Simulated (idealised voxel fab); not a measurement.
process module | voxel self aligned contacts
cross-section cut | 200 nm wide | cells 5 nm
A cross-section is a grid of square cells, given in bands from the top down. A band is one or more rows of cells.
Each band's line starts with the height of the band's top and of its bottom, in nm. Then come its materials from left to right, each with its width in nm. One material with "throughout" fills the band from edge to edge. "air" is empty space.
Height 0 is the level under which the wafer as received is all one material. The lowest band goes on downwards, as in "0 down".
A width such as "30 to 40" changes by the same amount from each row of cells to the next, from the band's top row to its bottom row.
"no change" after a step means that no cell of the cross-section changed.
closed voids: empty space of 8 cells or more with no open way to the top, each as width x height at its distance from the left edge, in nm
after a step's settings: what the simulator itself notes on the step
overlay nm, on a step with a mask: how far to the right of its planned place the mask lay; to the left if negative
plan
1 op RECEIVE | material Si
2 op CONFORMAL_DEP | material SiO2 | thk nm 5
3 op DIRECTIONAL_DEP | material polySi | thk nm 20
4 op DIRECTIONAL_DEP | material SiN | thk nm 20
5 op PATTERN | tone cover | mask id GATE | material resist | width nm 35 | pitch nm 70 | thk nm 20 | overlay nm 0
6 op DIRECTIONAL_ETCH | etch materials SiN | depth nm 20
7 op DIRECTIONAL_ETCH | etch materials polySi | depth nm 20
8 op STRIP | etch materials resist
9 op CONFORMAL_DEP | material SiN | thk nm 5
10 op DIRECTIONAL_ETCH | etch materials SiN | depth nm 5
11 op FILL_DEP | material SiO2 | thk nm 20
12 op CMP | height nm 55
13 op MASKED_ETCH | tone open | mask id CONTACT | width nm 55 | etch materials SiO2 | depth nm 55 | overlay nm 0
14 op CONFORMAL_DEP | material TiN | thk nm 5
15 op FILL_DEP | material Ru | thk nm 5
16 op CMP | height nm 55
17 op CONFORMAL_DEP | material SiN | thk nm 5
as received, after step 1
  0 down: Si throughout
  closed voids: none
first wafer at the end, as planned
  60 to 55: SiN throughout
  55 to 45: SiO2 70 | TiN 5 to 20 | Ru 45 to 15 | TiN 5 to 20 | SiO2 75
  45 to 25: SiO2 40 | SiN 45 | TiN 5 | Ru 15 | TiN 5 | SiN 45 | SiO2 45
  25 to 5: SiO2 40 | SiN 5 | polySi 35 | SiN 5 | TiN 5 | Ru 15 | TiN 5 | SiN 5 | polySi 35 | SiN 5 | SiO2 45
  5 to 0: SiO2 85 | TiN 25 | SiO2 90
  0 down: Si throughout
  closed voids: none
second wafer at the end: like start, like plan, one mistake
  60 to 55: SiN throughout
  55 to 50: SiO2 70 | TiN 5 | Ru 45 | TiN 5 | SiO2 75
  50 to 45: SiO2 70 | TiN 55 | SiO2 75
  45 to 25: SiN 50 | SiO2 20 | TiN 5 | SiN 45 | TiN 5 | SiO2 20 | SiN 55
  25 to 5: polySi 45 | SiN 5 | SiO2 20 | TiN 5 | SiN 5 | polySi 35 | SiN 5 | TiN 5 | SiO2 20 | SiN 5 | polySi 50
  5 to 0: SiO2 70 | TiN 5 | SiO2 45 | TiN 5 | SiO2 75
  0 down: Si throughout
  closed voids: none
what went wrong: step 5 ran as: op PATTERN | tone open | mask id GATE | material resist | width nm 35 | pitch nm 70 | thk nm 20 | overlay nm 0
at the end the second wafer has, in cells: 27 fewer of Ru | 48 more of SiN | 69 fewer of SiO2 | 48 more of polySi
